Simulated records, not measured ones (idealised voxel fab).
This is a process module. Its name is voxel capacitor over wiring.
The cross-section shown here is cut; it is 225 nm wide and divided into square cells measuring 5 nm on a side.
Just so we're on the same page, the cross-sections are grids of square cells, and they're listed out in bands top to bottom, each band one or more rows deep. Within each band entry, the heights of the top and of the bottom of the band appear first, in that order and in nm; the materials of the band then follow from left to right, each with its corresponding width in nm. The designation "everywhere" on a single material indicates that it fills the band from edge to edge; the designation "empty" indicates empty space. Where do heights start? At 0: under that level the wafer as delivered is made of one material only. And the lowest band has no floor; it just carries on downward, as in "z 0 and below". You'd read "30->40" like this: the band's top row of cells is as wide as the first number, its bottom row is as wide as the second, and going down, every row changes width by the same amount as the row before did. A step reported as "nothing altered" is a step in which no cell of the cross-section changed. Empty spaces counting at least 8 cells and having no open way to the top are listed in "Enclosed void inventory". The notation width x height at distance is used for each, the distance being from the left edge and all three values in nm. That trailing text on a step's line, after the settings, is the simulator's own remark on the step. Each step line may optionally specify "overlay nm", which for a step with a mask gives the rightward distance between the mask's planned place and where it lay, a negative value indicating the leftward direction.
[The steps planned for the process are as follows]
1: RECEIVE,material Si
2: CONFORMAL_DEP,material SiO2,thk nm 10
3: CONFORMAL_DEP,material SiN,thk nm 5
4: DIRECTIONAL_DEP,material SiO2,thk nm 20
5: DIRECTIONAL_DEP,material aC,thk nm 15
6: PATTERN,tone open,mask id METAL_1,material resist,width nm 25,pitch nm 85,thk nm 35,overlay nm 0
7: DIRECTIONAL_ETCH,etch materials aC,depth nm 15
8: STRIP,etch materials resist
9: DIRECTIONAL_ETCH,etch materials SiO2,depth nm 20
10: DIRECTIONAL_ETCH,etch materials SiN,depth nm 5
11: STRIP,etch materials aC
12: CONFORMAL_DEP,material TiN,thk nm 5
13: FILL_DEP,material Cu,thk nm 10
14: CMP,height nm 35
15: CONFORMAL_DEP,material SiCN,thk nm 5
16: DIRECTIONAL_DEP,material lowk,thk nm 20
17: MASKED_ETCH,tone open,mask id PLUG_1,width nm 15,etch materials lowk,depth nm 20,overlay nm 0
18: MASKED_ETCH,tone open,mask id PLUG_1,width nm 15,etch materials SiCN,depth nm 5,overlay nm 0
19: CONFORMAL_DEP,material TiN,thk nm 5
20: FILL_DEP,material W,thk nm 5
21: CMP,height nm 60
22: DIRECTIONAL_DEP,material TiN,thk nm 10
23: DIRECTIONAL_DEP,material SiN,thk nm 5
24: DIRECTIONAL_DEP,material TiN,thk nm 10
25: PATTERN,tone cover,mask id UPPER_PLATE,material resist,width nm 65,thk nm 20,overlay nm 0
26: DIRECTIONAL_ETCH,etch materials TiN,depth nm 10
27: DIRECTIONAL_ETCH,etch materials SiN,depth nm 5
28: STRIP,etch materials resist
29: MASKED_ETCH,tone cover,mask id LOWER_PLATE,width nm 75,etch materials TiN,depth nm 10,overlay nm 0
30: FILL_DEP,material SiO2,thk nm 15
31: CMP,height nm 95
32: DIRECTIONAL_DEP,material aC,thk nm 10
33: PATTERN,tone open,mask id PLUG_2,material resist,width nm 15,thk nm 25,overlay nm 0
34: DIRECTIONAL_ETCH,etch materials aC,depth nm 10
35: STRIP,etch materials resist
36: DIRECTIONAL_ETCH,etch materials SiO2,depth nm 10
37: STRIP,etch materials aC
38: CONFORMAL_DEP,material TiN,thk nm 5
39: FILL_DEP,material Cu,thk nm 10
40: CMP,height nm 95
41: CONFORMAL_DEP,material SiCN,thk nm 5
[Concerning the first of two wafers, which was run in accordance with the plan]
[As received (post step 1): cross-section]
	z 0 and below = Si everywhere
	Enclosed void inventory: none
[After step 2: wafer cross-section]
	z 10 to 0 = SiO2 everywhere
	Rest of section, below 0: as before.
[After step 3: wafer cross-section]
	z 15 to 10 = SiN everywhere
	Rest of section, below 10: as before.
[After step 4: wafer cross-section]
	z 35 to 15 = SiO2 everywhere
	Rest of section, below 15: as before.
[After step 5: wafer cross-section]
	z 50 to 35 = aC everywhere
	Rest of section, below 35: as before.
[After step 6: wafer cross-section]
	z 85 to 50 = resist 55, empty 25, resist 60, empty 25, resist 60
	Rest of section, below 50: as before.
[After step 7: wafer cross-section]
	z 70 to 50 = resist 55, empty 25, resist 60, empty 25, resist 60
	z 50 to 35 = aC 55, empty 25, aC 60, empty 25, aC 60
	Rest of section, below 35: as before.
[After step 8: wafer cross-section]
	z 50 to 35 = aC 55, empty 25, aC 60, empty 25, aC 60
	Rest of section, below 35: as before.
[After step 9: wafer cross-section]
	z 50 to 35 = aC 55, empty 25, aC 60, empty 25, aC 60
	z 35 to 15 = SiO2 55, empty 25, SiO2 60, empty 25, SiO2 60
	Rest of section, below 15: as before.
[After step 10: wafer cross-section]
	z 50 to 35 = aC 55, empty 25, aC 60, empty 25, aC 60
	z 35 to 15 = SiO2 55, empty 25, SiO2 60, empty 25, SiO2 60
	z 15 to 10 = SiN 55, empty 25, SiN 60, empty 25, SiN 60
	Rest of section, below 10: as before.
[After step 11: wafer cross-section]
	z 35 to 15 = SiO2 55, empty 25, SiO2 60, empty 25, SiO2 60
	Rest of section, below 15: as before.
[After step 12: wafer cross-section]
	z 40 to 35 = TiN 60, empty 15, TiN 70, empty 15, TiN 65
	z 35 to 15 = SiO2 55, TiN 5, empty 15, TiN 5, SiO2 60, TiN 5, empty 15, TiN 5, SiO2 60
	z 15 to 10 = SiN 55, TiN 25, SiN 60, TiN 25, SiN 60
	Rest of section, below 10: as before.
[After step 13: wafer cross-section]
	z 50 to 40 = Cu everywhere
	z 40 to 35 = TiN 60, Cu 15, TiN 70, Cu 15, TiN 65
	z 35 to 15 = SiO2 55, TiN 5, Cu 15, TiN 5, SiO2 60, TiN 5, Cu 15, TiN 5, SiO2 60
	Rest of section, below 15: as before.
[After step 14: wafer cross-section]
	z 35 to 15 = SiO2 55, TiN 5, Cu 15, TiN 5, SiO2 60, TiN 5, Cu 15, TiN 5, SiO2 60
	Rest of section, below 15: as before.
[After step 15: wafer cross-section]
	z 40 to 35 = SiCN everywhere
	Rest of section, below 35: as before.
[After step 16: wafer cross-section]
	z 60 to 40 = lowk everywhere
	Rest of section, below 40: as before.
[After step 17: wafer cross-section]
	z 60 to 40 = lowk 65, empty 15, lowk 145
	Rest of section, below 40: as before.
[After step 18: wafer cross-section]
	z 60 to 40 = lowk 65, empty 15, lowk 145
	z 40 to 35 = SiCN 65, empty 15, SiCN 145
	Rest of section, below 35: as before.
[After step 19: wafer cross-section]
	z 65 to 60 = TiN 70, empty 5, TiN 150
	z 60 to 40 = lowk 65, TiN 5, empty 5, TiN 5, lowk 145
	z 40 to 35 = SiCN 65, TiN 15, SiCN 145
	Rest of section, below 35: as before.
[After step 20: wafer cross-section]
	z 70 to 65 = W everywhere
	z 65 to 60 = TiN 70, W 5, TiN 150
	z 60 to 40 = lowk 65, TiN 5, W 5, TiN 5, lowk 145
	Rest of section, below 40: as before.
[After step 21: wafer cross-section]
	z 60 to 40 = lowk 65, TiN 5, W 5, TiN 5, lowk 145
	Rest of section, below 40: as before.
[After step 22: wafer cross-section]
	z 70 to 60 = TiN everywhere
	Rest of section, below 60: as before.
[After step 23: wafer cross-section]
	z 75 to 70 = SiN everywhere
	Rest of section, below 70: as before.
[After step 24: wafer cross-section]
	z 85 to 75 = TiN everywhere
	Rest of section, below 75: as before.
[After step 25: wafer cross-section]
	z 105 to 85 = empty 65, resist 65, empty 95
	Rest of section, below 85: as before.
[After step 26: wafer cross-section]
	z 105 to 85 = empty 65, resist 65, empty 95
	z 85 to 75 = empty 65, TiN 65, empty 95
	Rest of section, below 75: as before.
[After step 27: wafer cross-section]
	z 105 to 85 = empty 65, resist 65, empty 95
	z 85 to 75 = empty 65, TiN 65, empty 95
	z 75 to 70 = empty 65, SiN 65, empty 95
	Rest of section, below 70: as before.
[After step 28: wafer cross-section]
	z 85 to 75 = empty 65, TiN 65, empty 95
	Rest of section, below 75: as before.
[After step 29: wafer cross-section]
	z 85 to 75 = empty 65, TiN 65, empty 95
	z 75 to 70 = empty 65, SiN 65, empty 95
	z 70 to 60 = empty 60, TiN 75, empty 90
	Rest of section, below 60: as before.
[After step 30: wafer cross-section]
	z 100 to 85 = SiO2 everywhere
	z 85 to 75 = SiO2 65, TiN 65, SiO2 95
	z 75 to 70 = SiO2 65, SiN 65, SiO2 95
	z 70 to 60 = SiO2 60, TiN 75, SiO2 90
	Rest of section, below 60: as before.
[After step 31: wafer cross-section]
	z 95 to 85 = SiO2 everywhere
	Rest of section, below 85: as before.
[After step 32: wafer cross-section]
	z 105 to 95 = aC everywhere
	Rest of section, below 95: as before.
[After step 33: wafer cross-section]
	z 130 to 105 = resist 75, empty 15, resist 135
	Rest of section, below 105: as before.
[After step 34: wafer cross-section]
	z 120 to 105 = resist 75, empty 15, resist 135
	z 105 to 95 = aC 75, empty 15, aC 135
	Rest of section, below 95: as before.
[After step 35: wafer cross-section]
	z 105 to 95 = aC 75, empty 15, aC 135
	Rest of section, below 95: as before.
[After step 36: wafer cross-section]
	z 105 to 95 = aC 75, empty 15, aC 135
	z 95 to 85 = SiO2 75, empty 15, SiO2 135
	Rest of section, below 85: as before.
[After step 37: wafer cross-section]
	z 95 to 85 = SiO2 75, empty 15, SiO2 135
	Rest of section, below 85: as before.
[After step 38: wafer cross-section]
	z 100 to 95 = TiN 80, empty 5, TiN 140
	z 95 to 90 = SiO2 75, TiN 5, empty 5, TiN 5, SiO2 135
	z 90 to 85 = SiO2 75, TiN 15, SiO2 135
	Rest of section, below 85: as before.
[After step 39: wafer cross-section]
	z 110 to 100 = Cu everywhere
	z 100 to 95 = TiN 80, Cu 5, TiN 140
	z 95 to 90 = SiO2 75, TiN 5, Cu 5, TiN 5, SiO2 135
	Rest of section, below 90: as before.
[After step 40: wafer cross-section]
	z 95 to 90 = SiO2 75, TiN 5, Cu 5, TiN 5, SiO2 135
	Rest of section, below 90: as before.
[After step 41: wafer cross-section]
	z 100 to 95 = SiCN everywhere
	Rest of section, below 95: as before.
[The second wafer: identical to the first at the outset and in its planned sequence, differing only in that one mistake was made during processing; up to and including step 2, its path is the first wafer's path]
Planned end of step 3: second wafer, cross-section: nothing altered
[Planned end of step 4: second wafer, cross-section]
	z 30 to 0 = SiO2 everywhere
	Rest of section, below 0: as before.
[Planned end of step 5: second wafer, cross-section]
	z 45 to 30 = aC everywhere
	Rest of section, below 30: as before.
[Planned end of step 6: second wafer, cross-section]
	z 80 to 45 = resist 55, empty 25, resist 60, empty 25, resist 60
	Rest of section, below 45: as before.
[Planned end of step 7: second wafer, cross-section]
	z 65 to 45 = resist 55, empty 25, resist 60, empty 25, resist 60
	z 45 to 30 = aC 55, empty 25, aC 60, empty 25, aC 60
	Rest of section, below 30: as before.
[Planned end of step 8: second wafer, cross-section]
	z 45 to 30 = aC 55, empty 25, aC 60, empty 25, aC 60
	Rest of section, below 30: as before.
[Planned end of step 9: second wafer, cross-section]
	z 45 to 30 = aC 55, empty 25, aC 60, empty 25, aC 60
	z 30 to 10 = SiO2 55, empty 25, SiO2 60, empty 25, SiO2 60
	Rest of section, below 10: as before.
Planned end of step 10: second wafer, cross-section: nothing altered
[Planned end of step 11: second wafer, cross-section]
	z 30 to 10 = SiO2 55, empty 25, SiO2 60, empty 25, SiO2 60
	Rest of section, below 10: as before.
[Planned end of step 12: second wafer, cross-section]
	z 35 to 30 = TiN 60, empty 15, TiN 70, empty 15, TiN 65
	z 30 to 15 = SiO2 55, TiN 5, empty 15, TiN 5, SiO2 60, TiN 5, empty 15, TiN 5, SiO2 60
	z 15 to 10 = SiO2 55, TiN 25, SiO2 60, TiN 25, SiO2 60
	Rest of section, below 10: as before.
[Planned end of step 13: second wafer, cross-section]
	z 45 to 35 = Cu everywhere
	z 35 to 30 = TiN 60, Cu 15, TiN 70, Cu 15, TiN 65
	z 30 to 15 = SiO2 55, TiN 5, Cu 15, TiN 5, SiO2 60, TiN 5, Cu 15, TiN 5, SiO2 60
	Rest of section, below 15: as before.
[Planned end of step 14: second wafer, cross-section]
	z 35 to 30 = TiN 60, Cu 15, TiN 70, Cu 15, TiN 65
	Rest of section, below 30: as before.
[Planned end of step 15: second wafer, cross-section]
	z 40 to 35 = SiCN everywhere
	Rest of section, below 35: as before.
[Planned end of step 16: second wafer, cross-section]
	z 60 to 40 = lowk everywhere
	Rest of section, below 40: as before.
[Planned end of step 17: second wafer, cross-section]
	z 60 to 40 = lowk 65, empty 15, lowk 145
	Rest of section, below 40: as before.
[Planned end of step 18: second wafer, cross-section]
	z 60 to 40 = lowk 65, empty 15, lowk 145
	z 40 to 35 = SiCN 65, empty 15, SiCN 145
	Rest of section, below 35: as before.
[Planned end of step 19: second wafer, cross-section]
	z 65 to 60 = TiN 70, empty 5, TiN 150
	z 60 to 40 = lowk 65, TiN 5, empty 5, TiN 5, lowk 145
	z 40 to 35 = SiCN 65, TiN 15, SiCN 145
	Rest of section, below 35: as before.
[Planned end of step 20: second wafer, cross-section]
	z 70 to 65 = W everywhere
	z 65 to 60 = TiN 70, W 5, TiN 150
	z 60 to 40 = lowk 65, TiN 5, W 5, TiN 5, lowk 145
	Rest of section, below 40: as before.
[Planned end of step 21: second wafer, cross-section]
	z 60 to 40 = lowk 65, TiN 5, W 5, TiN 5, lowk 145
	Rest of section, below 40: as before.
[Planned end of step 22: second wafer, cross-section]
	z 70 to 60 = TiN everywhere
	Rest of section, below 60: as before.
[Planned end of step 23: second wafer, cross-section]
	z 75 to 70 = SiN everywhere
	Rest of section, below 70: as before.
[Planned end of step 24: second wafer, cross-section]
	z 85 to 75 = TiN everywhere
	Rest of section, below 75: as before.
[Planned end of step 25: second wafer, cross-section]
	z 105 to 85 = empty 65, resist 65, empty 95
	Rest of section, below 85: as before.
[Planned end of step 26: second wafer, cross-section]
	z 105 to 85 = empty 65, resist 65, empty 95
	z 85 to 75 = empty 65, TiN 65, empty 95
	Rest of section, below 75: as before.
[Planned end of step 27: second wafer, cross-section]
	z 105 to 85 = empty 65, resist 65, empty 95
	z 85 to 75 = empty 65, TiN 65, empty 95
	z 75 to 70 = empty 65, SiN 65, empty 95
	Rest of section, below 70: as before.
[Planned end of step 28: second wafer, cross-section]
	z 85 to 75 = empty 65, TiN 65, empty 95
	Rest of section, below 75: as before.
[Planned end of step 29: second wafer, cross-section]
	z 85 to 75 = empty 65, TiN 65, empty 95
	z 75 to 70 = empty 65, SiN 65, empty 95
	z 70 to 60 = empty 60, TiN 75, empty 90
	Rest of section, below 60: as before.
[Planned end of step 30: second wafer, cross-section]
	z 100 to 85 = SiO2 everywhere
	z 85 to 75 = SiO2 65, TiN 65, SiO2 95
	z 75 to 70 = SiO2 65, SiN 65, SiO2 95
	z 70 to 60 = SiO2 60, TiN 75, SiO2 90
	Rest of section, below 60: as before.
[Planned end of step 31: second wafer, cross-section]
	z 95 to 85 = SiO2 everywhere
	Rest of section, below 85: as before.
[Planned end of step 32: second wafer, cross-section]
	z 105 to 95 = aC everywhere
	Rest of section, below 95: as before.
[Planned end of step 33: second wafer, cross-section]
	z 130 to 105 = resist 75, empty 15, resist 135
	Rest of section, below 105: as before.
[Planned end of step 34: second wafer, cross-section]
	z 120 to 105 = resist 75, empty 15, resist 135
	z 105 to 95 = aC 75, empty 15, aC 135
	Rest of section, below 95: as before.
[Planned end of step 35: second wafer, cross-section]
	z 105 to 95 = aC 75, empty 15, aC 135
	Rest of section, below 95: as before.
[Planned end of step 36: second wafer, cross-section]
	z 105 to 95 = aC 75, empty 15, aC 135
	z 95 to 85 = SiO2 75, empty 15, SiO2 135
	Rest of section, below 85: as before.
[Planned end of step 37: second wafer, cross-section]
	z 95 to 85 = SiO2 75, empty 15, SiO2 135
	Rest of section, below 85: as before.
[Planned end of step 38: second wafer, cross-section]
	z 100 to 95 = TiN 80, empty 5, TiN 140
	z 95 to 90 = SiO2 75, TiN 5, empty 5, TiN 5, SiO2 135
	z 90 to 85 = SiO2 75, TiN 15, SiO2 135
	Rest of section, below 85: as before.
[Planned end of step 39: second wafer, cross-section]
	z 110 to 100 = Cu everywhere
	z 100 to 95 = TiN 80, Cu 5, TiN 140
	z 95 to 90 = SiO2 75, TiN 5, Cu 5, TiN 5, SiO2 135
	Rest of section, below 90: as before.
[Planned end of step 40: second wafer, cross-section]
	z 95 to 90 = SiO2 75, TiN 5, Cu 5, TiN 5, SiO2 135
	Rest of section, below 90: as before.
[Planned end of step 41: second wafer, cross-section]
	z 100 to 95 = SiCN everywhere
	Rest of section, below 95: as before.
What went wrong in running the wafer? plan step 3 was not performed, having been skipped
Wrapping up, a cell-based count of both wafers puts the second over or under the first for these materials: 35 fewer of SiN | 35 more of TiN
